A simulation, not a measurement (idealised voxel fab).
process module | voxel double patterning
cross-section cut | 175 nm wide | cells 5 nm
A cross-section is a grid of square cells, given in bands from the top down. A band is one or more rows of cells.
Each band's line starts with the height of the band's top and of its bottom, in nm. Then come its materials from left to right, each with its width in nm. One material with "throughout" fills the band from edge to edge. "air" is empty space.
Height 0 is the level under which the wafer as received is all one material. The lowest band goes on downwards, as in "0 down".
A width such as "30 to 40" changes by the same amount from each row of cells to the next, from the band's top row to its bottom row.
"no change" after a step means that no cell of the cross-section changed.
closed voids: empty space of 8 cells or more with no open way to the top, each as width x height at its distance from the left edge, in nm
after a step's settings: what the simulator itself notes on the step
overlay nm, on a step with a mask: how far to the right of its planned place the mask lay; to the left if negative
plan
1 op RECEIVE | material Si
2 op CONFORMAL_DEP | material SiN | thk nm 10
3 op DIRECTIONAL_DEP | material SiO2 | thk nm 10
4 op DIRECTIONAL_DEP | material SiCN | thk nm 5
5 op DIRECTIONAL_DEP | material aC | thk nm 10
6 op PATTERN | tone open | mask id FIRST | material resist | width nm 15 | pitch nm 50 | thk nm 30 | overlay nm 0
7 op DIRECTIONAL_ETCH | etch materials aC | depth nm 10
8 op STRIP | etch materials resist
9 op DIRECTIONAL_ETCH | etch materials SiCN | depth nm 5
10 op STRIP | etch materials aC
11 op MASKED_ETCH | tone open | mask id SECOND | width nm 15 | etch materials SiCN | depth nm 5 | overlay nm 0
12 op DIRECTIONAL_ETCH | etch materials SiO2 | depth nm 10
13 op STRIP | etch materials SiCN
as received, after step 1
  0 down: Si throughout
  closed voids: none
a wafer at the end: this start, this plan, one mistake
  20 to 10: SiO2 55 | air 15 | SiO2 20 | air 30 | SiO2 55
  10 to 0: SiN throughout
  0 down: Si throughout
  closed voids: none
what went wrong: step 11 ran as: op MASKED_ETCH | tone open | mask id SECOND | width nm 15 | etch materials SiCN | depth nm 5 | overlay nm 10
